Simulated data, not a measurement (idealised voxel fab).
A process module follows: voxel self aligned contacts.
Section shown: cut. Width: 185 nm. Cell size: 5 nm, square.
Just so we're on the same page, the cross-sections are grids of square cells, and they're listed out in bands top to bottom, each band one or more rows deep.
Band: top height; bottom height; in nm. Then, left to right: material with width in nm, for each material. "throughout": a single material spanning edge to edge. "empty": empty space.
Height 0 is the level under which the wafer as received is all one material. The lowest band goes on downwards, as in "z 0 and below".
A width given as "30..40" starts at the first number in the band's top row and ends at the second number in its bottom row, shifting by an equal amount at every step from row to row.
The cross-section has no changed cell in any step marked "no alteration".
The label "Catalogued sealed voids" introduces a list of the empty spaces, 8 cells or larger, that have no open way up to the top; each entry in it reads width x height at distance, where the distance is taken from the left edge and all three are stated in nm.
Step line, after settings: the simulator's comment on this step.
overlay nm: for a step with a mask, the amount by which the mask lay right of where it was planned; a negative amount means left of it.
This section lists the process steps that were planned
1 RECEIVE: material Si
2 CONFORMAL_DEP: material SiO2, thk nm 5
3 DIRECTIONAL_DEP: material polySi, thk nm 30
4 DIRECTIONAL_DEP: material SiN, thk nm 20
5 PATTERN: tone cover, mask id GATE, material resist, width nm 25, pitch nm 60, thk nm 20, overlay nm 0
6 DIRECTIONAL_ETCH: etch materials SiN, depth nm 20
7 DIRECTIONAL_ETCH: etch materials polySi, depth nm 30
8 STRIP: etch materials resist
9 CONFORMAL_DEP: material SiN, thk nm 10
10 DIRECTIONAL_ETCH: etch materials SiN, depth nm 10
11 FILL_DEP: material SiO2, thk nm 20
12 CMP: height nm 65
13 PATTERN: tone open, mask id CONTACT, material resist, width nm 45, thk nm 15, overlay nm 0
14 DIRECTIONAL_ETCH: etch materials SiO2, depth nm 55
15 STRIP: etch materials resist
16 CONFORMAL_DEP: material TiN, thk nm 5
17 FILL_DEP: material W, thk nm 5
18 CMP: height nm 65
19 CONFORMAL_DEP: material SiCN, thk nm 5
Across this set of wafers, the varied parameter is the depth nm of step 14. Starting conditions are identical for every wafer, and the plan reports the value assigned to the first wafer.
As-received state after step 1, first of several wafers, cross-section
	z 0 and below  Si throughout
	Catalogued sealed voids: none
Cross-section of the first of several wafers, taken after step 19, where the module ends
	z 70 to 65  SiCN throughout
	z 65 to 55  SiO2 70 / TiN 5..20 / W 35..5 / TiN 5..20 / SiO2 70
	z 55 to 35  SiO2 40 / SiN 45 / TiN 5 / W 5 / TiN 5 / SiN 45 / SiO2 40
	z 35 to 15  SiO2 40 / SiN 10 / polySi 25 / SiN 10 / TiN 5 / W 5 / TiN 5 / SiN 10 / polySi 25 / SiN 10 / SiO2 40
	z 15 to 10  SiO2 40 / SiN 10 / polySi 25 / SiN 10 / TiN 15 / SiN 10 / polySi 25 / SiN 10 / SiO2 40
	z 10 to 5  SiO2 40 / SiN 10 / polySi 25 / SiN 10 / SiO2 15 / SiN 10 / polySi 25 / SiN 10 / SiO2 40
	z 5 to 0  SiO2 throughout
	z 0 and below  Si throughout
	Catalogued sealed voids: none
Here we cross-sectioned the last of the wafers once the module was done
	z 70 to 65  SiCN throughout
	z 65 to 55  SiO2 70 / TiN 5..20 / W 35..5 / TiN 5..20 / SiO2 70
	z 55 to 35  SiO2 40 / SiN 45 / TiN 5 / W 5 / TiN 5 / SiN 45 / SiO2 40
	z 35 to 5  SiO2 40 / SiN 10 / polySi 25 / SiN 10 / TiN 5 / W 5 / TiN 5 / SiN 10 / polySi 25 / SiN 10 / SiO2 40
	z 5 to 0  SiO2 85 / TiN 15 / SiO2 85
	z 0 and below  Si throughout
	Catalogued sealed voids: none
Each row below is a wafer at the end of the module, listing for every material the number of cells it has gained (+) or lost (-) since it was received, followed by its closed voids
depth nm 55, +37 SiCN, +120 SiN, +256 SiO2, +29 TiN, +16 W, +60 polySi, Catalogued sealed voids: none
depth nm 60, +37 SiCN, +120 SiN, +253 SiO2, +31 TiN, +17 W, +60 polySi, Catalogued sealed voids: none
depth nm 65, +37 SiCN, +120 SiN, +250 SiO2, +33 TiN, +18 W, +60 polySi, Catalogued sealed voids: none
depth nm 70, +37 SiCN, +120 SiN, +250 SiO2, +33 TiN, +18 W, +60 polySi, Catalogued sealed voids: none
depth nm 75, +37 SiCN, +120 SiN, +250 SiO2, +33 TiN, +18 W, +60 polySi, Catalogued sealed voids: none
depth nm 80, +37 SiCN, +120 SiN, +250 SiO2, +33 TiN, +18 W, +60 polySi, Catalogued sealed voids: none
